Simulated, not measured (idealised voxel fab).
process module | voxel self aligned contacts
cross-section cut | 225 nm wide | cells 5 nm
A cross-section is a grid of square cells, given in bands from the top down. A band is one or more rows of cells.
Each band's line starts with the height of the band's top and of its bottom, in nm. Then come its materials from left to right, each with its width in nm. One material with "throughout" fills the band from edge to edge. "air" is empty space.
Height 0 is the level under which the wafer as received is all one material. The lowest band goes on downwards, as in "0 down".
A width such as "30 to 40" changes by the same amount from each row of cells to the next, from the band's top row to its bottom row.
"no change" after a step means that no cell of the cross-section changed.
closed voids: empty space of 8 cells or more with no open way to the top, each as width x height at its distance from the left edge, in nm
after a step's settings: what the simulator itself notes on the step
overlay nm, on a step with a mask: how far to the right of its planned place the mask lay; to the left if negative
plan
1 op RECEIVE | material Si
2 op OXIDIZE | depth nm 5
3 op DIRECTIONAL_DEP | material polySi | thk nm 25
4 op DIRECTIONAL_DEP | material SiN | thk nm 25
5 op DIRECTIONAL_DEP | material aC | thk nm 10
6 op PATTERN | tone cover | mask id GATE | material resist | width nm 35 | pitch nm 80 | thk nm 25 | overlay nm 0
7 op DIRECTIONAL_ETCH | etch materials aC | depth nm 10
8 op STRIP | etch materials resist
9 op DIRECTIONAL_ETCH | etch materials SiN | depth nm 25
10 op DIRECTIONAL_ETCH | etch materials polySi | depth nm 25
11 op STRIP | etch materials aC
12 op CONFORMAL_DEP | material SiN | thk nm 10
13 op DIRECTIONAL_ETCH | etch materials SiN | depth nm 10
14 op FILL_DEP | material SiO2 | thk nm 15
15 op CMP | height nm 60
16 op MASKED_ETCH | tone open | mask id CONTACT | width nm 65 | pitch nm 80 | etch materials SiO2 | depth nm 65 | overlay nm -15
17 op CONFORMAL_DEP | material TiN | thk nm 5
18 op FILL_DEP | material W | thk nm 10
19 op CMP | height nm 60
20 op CONFORMAL_DEP | material SiCN | thk nm 5
varied across the wafers: overlay nm of step 16. The plan shows the first wafer's value. All wafers start alike
first wafer as received, after step 1
  0 down: Si throughout
  closed voids: none
first wafer at the end, after step 20
  65 to 60: SiCN throughout
  60 to 50: SiO2 25 | TiN 5 to 40 | W 55 to 15 | TiN 5 to 10 | SiO2 15 | TiN 5 to 40 | W 55 to 15 | TiN 5 to 10 | SiO2 55
  50 to 25: SiO2 5 | SiN 55 | TiN 5 | W 15 | TiN 5 | SiN 55 | TiN 5 | W 15 | TiN 5 | SiN 55 | SiO2 5
  25 to 0: SiO2 5 | SiN 10 | polySi 35 | SiN 10 | TiN 5 | W 15 | TiN 5 | SiN 10 | polySi 35 | SiN 10 | TiN 5 | W 15 | TiN 5 | SiN 10 | polySi 35 | SiN 10 | SiO2 5
  0 to -5: SiO2 60 | TiN 25 | SiO2 55 | TiN 25 | SiO2 60
  -5 down: Si throughout
  closed voids: none
last wafer at the end
  65 to 60: SiCN throughout
  60 to 50: SiO2 55 | TiN 5 to 10 | W 55 to 15 | TiN 5 to 40 | SiO2 15 | TiN 5 to 10 | W 55 to 15 | TiN 5 to 40 | SiO2 25
  50 to 25: SiO2 5 | SiN 55 | TiN 5 | W 15 | TiN 5 | SiN 55 | TiN 5 | W 15 | TiN 5 | SiN 55 | SiO2 5
  25 to 0: SiO2 5 | SiN 10 | polySi 35 | SiN 10 | TiN 5 | W 15 | TiN 5 | SiN 10 | polySi 35 | SiN 10 | TiN 5 | W 15 | TiN 5 | SiN 10 | polySi 35 | SiN 10 | SiO2 5
  0 to -5: SiO2 60 | TiN 25 | SiO2 55 | TiN 25 | SiO2 60
  -5 down: Si throughout
  closed voids: none
each wafer at the end: cells of each material gained (+) or lost (-) since it was received, then its closed voids
overlay nm -15 | -45 Si | +45 SiCN | +225 SiN | +93 SiO2 | +74 TiN | +88 W | +105 polySi | closed voids: none
overlay nm -10 | -45 Si | +45 SiCN | +225 SiN | +93 SiO2 | +74 TiN | +88 W | +105 polySi | closed voids: none
overlay nm -5 | -45 Si | +45 SiCN | +225 SiN | +93 SiO2 | +74 TiN | +88 W | +105 polySi | closed voids: none
overlay nm 0 | -45 Si | +45 SiCN | +225 SiN | +93 SiO2 | +74 TiN | +88 W | +105 polySi | closed voids: none
overlay nm 5 | -45 Si | +45 SiCN | +225 SiN | +93 SiO2 | +74 TiN | +88 W | +105 polySi | closed voids: none
overlay nm 10 | -45 Si | +45 SiCN | +225 SiN | +93 SiO2 | +74 TiN | +88 W | +105 polySi | closed voids: none
overlay nm 15 | -45 Si | +45 SiCN | +225 SiN | +93 SiO2 | +74 TiN | +88 W | +105 polySi | closed voids: none
